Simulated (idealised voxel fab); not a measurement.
voxel capacitor over wiring: a process module
The cross-section on display is named cut; it measures 165 nm wide, and its cells are 5 nm squares.
This document writes a cross-section as a grid whose cells are square, and gives it as bands, listed from the top down; one or more rows of cells form a band. Per band: top height and bottom height in nm, followed by the left-to-right materials and their widths in nm; "edge to edge" marks a single material spanning edge to edge, "blank" marks empty space. Convention: height 0 is the level below which the wafer, as received, is all one material. The lowest band does not terminate at the bottom but continues downward, represented as "top 0, no bottom". A width such as "30 to 40" changes by the same amount from each row of cells to the next, from the band's top row to its bottom row. You'll sometimes find "no modification" written for a step, and that's the way of saying that nowhere in the cross-section did a cell change during that step. Voids not open to the top, 8 cells minimum: see "Enclosed internal voids". Written width x height at distance; distance is from the left edge; nm. Where a step's line continues beyond its settings, the continuation is a remark by the simulator itself on that step. On any step carrying a mask, the "overlay nm" setting, if present on the step's line, tells how far right of its planned place the mask lay; negative values point to the left.
# The planned process steps are enumerated hereunder
1,RECEIVE (material Si)
2,CONFORMAL_DEP (material SiO2; thk nm 15)
3,CONFORMAL_DEP (material SiCN; thk nm 5)
4,DIRECTIONAL_DEP (material SiO2; thk nm 25)
5,PATTERN (tone open; mask id METAL_1; material resist; width nm 30; pitch nm 95; thk nm 15; overlay nm 0)
6,DIRECTIONAL_ETCH (etch materials SiO2; depth nm 25)
7,DIRECTIONAL_ETCH (etch materials SiCN; depth nm 5)
8,STRIP (etch materials resist)
9,CONFORMAL_DEP (material TiN; thk nm 5)
10,FILL_DEP (material Ru; thk nm 5)
11,CMP (height nm 45)
12,EPI (material Ru; thk nm 5)
13,FILL_DEP (material SiCN; thk nm 5)
14,DIRECTIONAL_DEP (material SiO2; thk nm 20)
15,DIRECTIONAL_DEP (material aC; thk nm 10)
16,PATTERN (tone open; mask id PLUG_1; material resist; width nm 15; thk nm 25; overlay nm 0)
17,DIRECTIONAL_ETCH (etch materials aC; depth nm 10)
18,STRIP (etch materials resist)
19,DIRECTIONAL_ETCH (etch materials SiO2; depth nm 20)
20,DIRECTIONAL_ETCH (etch materials SiCN; depth nm 5)
21,STRIP (etch materials aC)
22,CONFORMAL_DEP (material TiN; thk nm 5)
23,FILL_DEP (material W; thk nm 5)
24,CMP (height nm 75)
25,DIRECTIONAL_DEP (material TiN; thk nm 5)
26,DIRECTIONAL_DEP (material SiN; thk nm 5)
27,DIRECTIONAL_DEP (material TiN; thk nm 10)
28,MASKED_ETCH (tone cover; mask id UPPER_PLATE; width nm 70; etch materials TiN; depth nm 10; overlay nm 0)
29,MASKED_ETCH (tone cover; mask id UPPER_PLATE; width nm 70; etch materials SiN; depth nm 5; overlay nm 0)
30,PATTERN (tone cover; mask id LOWER_PLATE; material resist; width nm 80; thk nm 15; overlay nm 0)
31,DIRECTIONAL_ETCH (etch materials TiN; depth nm 5)
32,STRIP (etch materials resist)
33,FILL_DEP (material SiO2; thk nm 15)
34,CMP (height nm 105)
35,PATTERN (tone open; mask id PLUG_2; material resist; width nm 15; thk nm 20; overlay nm 0)
36,DIRECTIONAL_ETCH (etch materials SiO2; depth nm 10)
37,STRIP (etch materials resist)
38,CONFORMAL_DEP (material TiN; thk nm 5)
39,FILL_DEP (material Cu; thk nm 5)
40,CMP (height nm 105)
41,CONFORMAL_DEP (material SiCN; thk nm 5)
# This is the cross-section of the wafer as we received it, i.e. after step 1
  top 0, no bottom = Si edge to edge
  Enclosed internal voids: none
# Module complete - cross-section of the first of two wafers, run according to plan
  top 110, bottom 105 = SiCN edge to edge
  top 105, bottom 100 = SiO2 45 nm, TiN 5 nm, Cu 5 nm, TiN 5 nm, SiO2 105 nm
  top 100, bottom 95 = SiO2 45 nm, TiN 15 nm, SiO2 105 nm
  top 95, bottom 85 = SiO2 35 nm, TiN 70 nm, SiO2 60 nm
  top 85, bottom 80 = SiO2 35 nm, SiN 70 nm, SiO2 60 nm
  top 80, bottom 75 = SiO2 30 nm, TiN 80 nm, SiO2 55 nm
  top 75, bottom 55 = SiO2 35 nm, TiN 5 nm, W 5 nm, TiN 5 nm, SiO2 115 nm
  top 55, bottom 50 = SiCN 35 nm, TiN 15 nm, SiCN 115 nm
  top 50, bottom 45 = SiCN 15 nm, Ru 40 nm, SiCN 55 nm, Ru 40 nm, SiCN 15 nm
  top 45, bottom 20 = SiO2 20 nm, TiN 5 nm, Ru 20 nm, TiN 5 nm, SiO2 65 nm, TiN 5 nm, Ru 20 nm, TiN 5 nm, SiO2 20 nm
  top 20, bottom 15 = SiCN 20 nm, TiN 30 nm, SiCN 65 nm, TiN 30 nm, SiCN 20 nm
  top 15, bottom 0 = SiO2 edge to edge
  top 0, no bottom = Si edge to edge
  Enclosed internal voids: none
# Second wafer of the two, sectioned at the end of the module. It began like the first and followed the same plan, but one mistake was made while running it
  top 110, bottom 105 = SiCN edge to edge
  top 105, bottom 100 = SiO2 45 nm, TiN 5 nm, Cu 5 nm, TiN 5 nm, SiO2 105 nm
  top 100, bottom 95 = SiO2 45 nm, TiN 15 nm, SiO2 105 nm
  top 95, bottom 85 = SiO2 35 nm, TiN 70 nm, SiO2 60 nm
  top 85, bottom 80 = SiO2 35 nm, SiN 70 nm, SiO2 60 nm
  top 80, bottom 75 = SiO2 30 nm, TiN 80 nm, SiO2 55 nm
  top 75, bottom 55 = SiO2 35 nm, TiN 5 nm, W 5 nm, TiN 5 nm, SiO2 115 nm
  top 55, bottom 50 = SiCN 35 nm, TiN 15 nm, SiCN 115 nm
  top 50, bottom 45 = SiCN 15 nm, Ru 40 nm, SiCN 55 nm, Ru 40 nm, SiCN 15 nm
  top 45, bottom 40 = SiCN 20 nm, TiN 30 nm, SiCN 65 nm, TiN 30 nm, SiCN 20 nm
  top 40, bottom 0 = SiO2 edge to edge
  top 0, no bottom = Si edge to edge
  Enclosed internal voids: none
Deviation from plan: steps 3 and 4 run out of order (swapped)
Wrapping up, a cell-based count of both wafers puts the second over or under the first for these materials: Ru -40; SiO2 +60; TiN -20
